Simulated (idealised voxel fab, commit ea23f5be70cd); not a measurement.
The following is a process module called voxel transistor to metal.
Cross-section cut spans 190 nm and uses square cells 5 nm in size.
Cross-sections here: square-cell grids, written as top-down lists of bands, a band being one or more rows of cells. In this notation a band is specified by the heights of its top and bottom, in that order and in nm, after which its materials appear from left to right, each paired with its width in nm. The word "full width" attached to a single material means that material fills the band from edge to edge; the word "blank" stands for empty space. A quick word on heights: they are counted from 0, and under that level the wafer as it came to us is one material throughout. The lowest band is different from the rest in having no bottom; it simply continues downward, written as in "0 down". With a width like "30 to 40", each row of cells in the band differs from the next by the same amount, the top row carrying the first number and the bottom row the second. For the purposes of this document, the phrase "no change" attached to a step denotes that no cell within the cross-section was modified by that step. Look at "Enclosed internal cavities" for the closed voids: empty spaces with no open path to the top, sized 8 cells or up. Each is width x height at distance, distance from the left edge, all nm. If you see something after the settings on a step's line, that's the simulator's own remark about that step. The line of a step may include "overlay nm". On a step with a mask, this value is how far to the right of its planned place the mask lay. A negative value means the mask lay to the left.

HERE'S WHAT THE PLANNED PROCESS STEPS LOOK LIKE
1: RECEIVE (material Si)
2: OXIDIZE (depth nm 5)
3: CONFORMAL_DEP (material SiN; thk nm 10)
4: MASKED_ETCH (tone cover; mask id ACTIVE; width nm 125; etch materials SiN; depth nm 10; overlay nm 0)
5: MASKED_ETCH (tone cover; mask id ACTIVE; width nm 125; etch materials SiO2; depth nm 5; overlay nm 0)
6: MASKED_ETCH (tone cover; mask id ACTIVE; width nm 125; etch materials Si; depth nm 20; overlay nm 0)
7: OXIDIZE (depth nm 5)
8: FILL_DEP (material SiO2; thk nm 5)
9: CMP (height nm 10)
10: SELECTIVE_ETCH (etch materials SiO2; depth nm 5)
11: STRIP (etch materials SiN)
12: SELECTIVE_ETCH (etch materials SiO2; depth nm 5)
13: OXIDIZE (depth nm 5)
14: DIRECTIONAL_DEP (material polySi; thk nm 30)
15: DIRECTIONAL_DEP (material SiCN; thk nm 10)
16: MASKED_ETCH (tone cover; mask id GATE; width nm 35; etch materials SiCN; depth nm 20; overlay nm 0)
17: MASKED_ETCH (tone cover; mask id GATE; width nm 35; etch materials polySi; depth nm 40; overlay nm 0)
18: CONFORMAL_DEP (material SiN; thk nm 5)
19: DIRECTIONAL_ETCH (etch materials SiN; depth nm 5)
20: DIRECTIONAL_ETCH (etch materials SiO2; depth nm 5)
21: EPI (material pSi; thk nm 5)
22: FILL_DEP (material SiO2; thk nm 10)
23: CMP (height nm 25)
24: STRIP (etch materials polySi)
25: SELECTIVE_ETCH (etch materials SiO2; depth nm 5)
26: CONFORMAL_DEP (material HfO2; thk nm 5)
27: CONFORMAL_DEP (material TiN; thk nm 5)
28: FILL_DEP (material W; thk nm 5)
29: CMP (height nm 20)
30: DIRECTIONAL_DEP (material SiO2; thk nm 10)
31: MASKED_ETCH (tone open; mask id CONTACT; width nm 20; pitch nm 85; etch materials SiO2; depth nm 35; overlay nm 0)
32: CONFORMAL_DEP (material TiN; thk nm 5)
33: FILL_DEP (material Ru; thk nm 5)
34: CMP (height nm 30)
35: CONFORMAL_DEP (material SiCN; thk nm 5)
36: DIRECTIONAL_DEP (material SiO2; thk nm 25)
37: PATTERN (tone open; mask id METAL_1; material resist; width nm 20; pitch nm 85; thk nm 15; overlay nm 0)
38: DIRECTIONAL_ETCH (etch materials SiO2; depth nm 25)
39: DIRECTIONAL_ETCH (etch materials SiCN; depth nm 5)
40: STRIP (etch materials resist)
41: CONFORMAL_DEP (material TiN; thk nm 5)
42: FILL_DEP (material Cu; thk nm 5)
43: CMP (height nm 60)
44: EPI (material Ru; thk nm 5)
45: FILL_DEP (material SiCN; thk nm 5)
46: DIRECTIONAL_DEP (material lowk; thk nm 30)
47: PATTERN (tone open; mask id METAL_2_HOLES; material resist; width nm 15; pitch nm 85; thk nm 15; overlay nm 0)
48: DIRECTIONAL_ETCH (etch materials lowk; depth nm 30)
49: STRIP (etch materials resist)
50: PATTERN (tone open; mask id METAL_2; material resist; width nm 20; pitch nm 85; thk nm 15; overlay nm 0)
51: DIRECTIONAL_ETCH (etch materials lowk; depth nm 20)
52: DIRECTIONAL_ETCH (etch materials SiCN; depth nm 5)
53: STRIP (etch materials resist)
54: CONFORMAL_DEP (material TiN; thk nm 5)
55: FILL_DEP (material Cu; thk nm 5)
56: CMP (height nm 100)
57: CONFORMAL_DEP (material SiN; thk nm 5)

WAFER CROSS-SECTION ON RECEIPT, I.E. AFTER STEP 1
	0 down | Si full width
	Enclosed internal cavities: none

FIRST OF TWO WAFERS AT THE END OF THE MODULE, SHOWN IN CROSS-SECTION; RUN CARRIED OUT AS PLANNED
	105 to 100 | SiN full width
	100 to 85 | lowk: 40, then TiN: 5, then Cu: 10, then TiN: 5, then lowk: 65, then TiN: 5, then Cu: 10, then TiN: 5, then lowk: 45
	85 to 80 | lowk: 40, then TiN: 5, then Cu: 5, then TiN: 10, then lowk: 65, then TiN: 5, then Cu: 5, then TiN: 10, then lowk: 45
	80 to 70 | lowk: 40, then TiN: 5, then Cu: 5, then TiN: 5, then lowk: 70, then TiN: 5, then Cu: 5, then TiN: 5, then lowk: 50
	70 to 65 | SiCN: 40, then TiN: 15, then SiCN: 70, then TiN: 15, then SiCN: 50
	65 to 60 | SiCN: 35, then Ru: 30, then SiCN: 55, then Ru: 30, then SiCN: 40
	60 to 35 | SiO2: 40, then TiN: 5, then Cu: 10, then TiN: 5, then SiO2: 65, then TiN: 5, then Cu: 10, then TiN: 5, then SiO2: 45
	35 to 30 | SiCN: 40, then TiN: 20, then SiCN: 65, then TiN: 20, then SiCN: 45
	30 to 20 | SiO2: 40, then TiN: 5, then Ru: 10, then TiN: 5, then SiO2: 65, then TiN: 5, then Ru: 10, then TiN: 5, then SiO2: 45
	20 to 0 | SiO2: 40, then TiN: 5, then Ru: 10, then TiN: 5, then SiO2: 10, then SiN: 5, then HfO2: 5, then TiN: 5, then W: 15, then TiN: 5, then HfO2: 5, then SiN: 5, then SiO2: 10, then TiN: 5, then Ru: 10, then TiN: 5, then SiO2: 45
	0 to -5 | SiO2: 25, then SiN: 5, then SiO2: 10, then TiN: 20, then SiO2: 10, then SiN: 5, then HfO2: 5, then TiN: 25, then HfO2: 5, then SiN: 5, then SiO2: 10, then TiN: 20, then SiO2: 10, then SiN: 5, then SiO2: 30
	-5 to -10 | SiO2: 30, then pSi: 40, then HfO2: 45, then pSi: 40, then SiO2: 35
	-10 to -30 | SiO2: 35, then Si: 115, then SiO2: 40
	-30 down | Si full width
	Enclosed internal cavities: none

CROSS-SECTION, SECOND WAFER: SAME START AS THE FIRST, SAME PLAN AS THE FIRST, ONE MISTAKE IN RUNNING IT; TAKEN AT THE END OF THE MODULE
	105 to 100 | SiN full width
	100 to 75 | lowk: 35, then TiN: 5, then Cu: 15, then TiN: 5, then lowk: 60, then TiN: 5, then Cu: 15, then TiN: 5, then lowk: 45
	75 to 70 | lowk: 35, then TiN: 10, then Cu: 10, then TiN: 5, then lowk: 60, then TiN: 10, then Cu: 10, then TiN: 5, then lowk: 45
	70 to 65 | SiCN: 40, then TiN: 20, then SiCN: 65, then TiN: 20, then SiCN: 45
	65 to 60 | SiCN: 35, then Ru: 30, then SiCN: 55, then Ru: 30, then SiCN: 40
	60 to 35 | SiO2: 40, then TiN: 5, then Cu: 10, then TiN: 5, then SiO2: 65, then TiN: 5, then Cu: 10, then TiN: 5, then SiO2: 45
	35 to 30 | SiCN: 40, then TiN: 20, then SiCN: 65, then TiN: 20, then SiCN: 45
	30 to 20 | SiO2: 40, then TiN: 5, then Ru: 10, then TiN: 5, then SiO2: 65, then TiN: 5, then Ru: 10, then TiN: 5, then SiO2: 45
	20 to 0 | SiO2: 40, then TiN: 5, then Ru: 10, then TiN: 5, then SiO2: 10, then SiN: 5, then HfO2: 5, then TiN: 5, then W: 15, then TiN: 5, then HfO2: 5, then SiN: 5, then SiO2: 10, then TiN: 5, then Ru: 10, then TiN: 5, then SiO2: 45
	0 to -5 | SiO2: 25, then SiN: 5, then SiO2: 10, then TiN: 20, then SiO2: 10, then SiN: 5, then HfO2: 5, then TiN: 25, then HfO2: 5, then SiN: 5, then SiO2: 10, then TiN: 20, then SiO2: 10, then SiN: 5, then SiO2: 30
	-5 to -10 | SiO2: 30, then pSi: 40, then HfO2: 45, then pSi: 40, then SiO2: 35
	-10 to -30 | SiO2: 35, then Si: 115, then SiO2: 40
	-30 down | Si full width
	Enclosed internal cavities: none
Diagnosis: step 47 ran as: PATTERN (tone open; mask id METAL_2_HOLES; material resist; width nm 25; pitch nm 85; thk nm 15; overlay nm 0)
Count the cells at the end and the second wafer has more or fewer of some materials than the first: +16 Cu, -2 SiCN, +2 TiN, -16 lowk
